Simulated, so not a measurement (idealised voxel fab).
process module | voxel self aligned contacts
cross-section cut | 205 nm wide | cells 5 nm
A cross-section is a grid of square cells, given in bands from the top down. A band is one or more rows of cells.
Each band's line starts with the height of the band's top and of its bottom, in nm. Then come its materials from left to right, each with its width in nm. One material with "throughout" fills the band from edge to edge. "air" is empty space.
Height 0 is the level under which the wafer as received is all one material. The lowest band goes on downwards, as in "0 down".
A width such as "30 to 40" changes by the same amount from each row of cells to the next, from the band's top row to its bottom row.
"no change" after a step means that no cell of the cross-section changed.
closed voids: empty space of 8 cells or more with no open way to the top, each as width x height at its distance from the left edge, in nm
after a step's settings: what the simulator itself notes on the step
overlay nm, on a step with a mask: how far to the right of its planned place the mask lay; to the left if negative
plan
1 op RECEIVE | material Si
2 op CONFORMAL_DEP | material SiO2 | thk nm 5
3 op DIRECTIONAL_DEP | material polySi | thk nm 20
4 op DIRECTIONAL_DEP | material SiN | thk nm 20
5 op MASKED_ETCH | tone cover | mask id GATE | width nm 25 | pitch nm 50 | etch materials SiN | depth nm 20 | overlay nm 0
6 op MASKED_ETCH | tone cover | mask id GATE | width nm 25 | pitch nm 50 | etch materials polySi | depth nm 20 | overlay nm 0
7 op CONFORMAL_DEP | material SiN | thk nm 5
8 op DIRECTIONAL_ETCH | etch materials SiN | depth nm 5
9 op FILL_DEP | material SiO2 | thk nm 15
10 op CMP | height nm 50
11 op PATTERN | tone open | mask id CONTACT | material resist | width nm 35 | pitch nm 50 | thk nm 15 | overlay nm 0
12 op DIRECTIONAL_ETCH | etch materials SiO2 | depth nm 50
13 op STRIP | etch materials resist
14 op CONFORMAL_DEP | material TiN | thk nm 5
15 op FILL_DEP | material W | thk nm 10
16 op CMP | height nm 50
17 op CONFORMAL_DEP | material SiCN | thk nm 5
as received, after step 1
  0 down: Si throughout
  closed voids: none
first wafer at the end, as planned
  55 to 50: SiCN throughout
  50 to 45: SiO2 60 | TiN 15 | W 5 | TiN 15 | SiO2 15 | TiN 15 | W 5 | TiN 15 | SiO2 60
  45 to 25: SiO2 35 | SiN 35 | TiN 5 | W 5 | TiN 5 | SiN 35 | TiN 5 | W 5 | TiN 5 | SiN 35 | SiO2 35
  25 to 5: SiO2 35 | SiN 5 | polySi 25 | SiN 5 | TiN 5 | W 5 | TiN 5 | SiN 5 | polySi 25 | SiN 5 | TiN 5 | W 5 | TiN 5 | SiN 5 | polySi 25 | SiN 5 | SiO2 35
  5 to 0: SiO2 70 | TiN 15 | SiO2 35 | TiN 15 | SiO2 70
  0 down: Si throughout
  closed voids: none
second wafer at the end: like start, like plan, one mistake
  55 to 50: SiCN throughout
  50 to 45: SiO2 60 | TiN 5 | W 5 | TiN 25 | SiO2 15 | TiN 5 | W 5 | TiN 25 | SiO2 60
  45 to 30: SiO2 25 | SiN 35 | TiN 5 | W 5 | TiN 5 | SiN 35 | TiN 5 | W 5 | TiN 5 | SiN 35 | SiO2 45
  30 to 25: SiO2 25 | SiN 35 | TiN 15 | SiN 35 | TiN 15 | SiN 35 | SiO2 45
  25 to 5: SiO2 25 | SiN 5 | polySi 35 | SiN 5 | TiN 5 | SiN 5 | polySi 35 | SiN 5 | TiN 5 | SiN 5 | polySi 35 | SiN 5 | SiO2 35
  5 to 0: SiO2 70 | TiN 5 | SiO2 45 | TiN 5 | SiO2 80
  0 down: Si throughout
  closed voids: none
what went wrong: step 5 ran as: op MASKED_ETCH | tone cover | mask id GATE | width nm 25 | pitch nm 50 | etch materials SiN | depth nm 20 | overlay nm -10
at the end the second wafer has, in cells: 4 fewer of SiO2 | 10 fewer of TiN | 10 fewer of W | 24 more of polySi
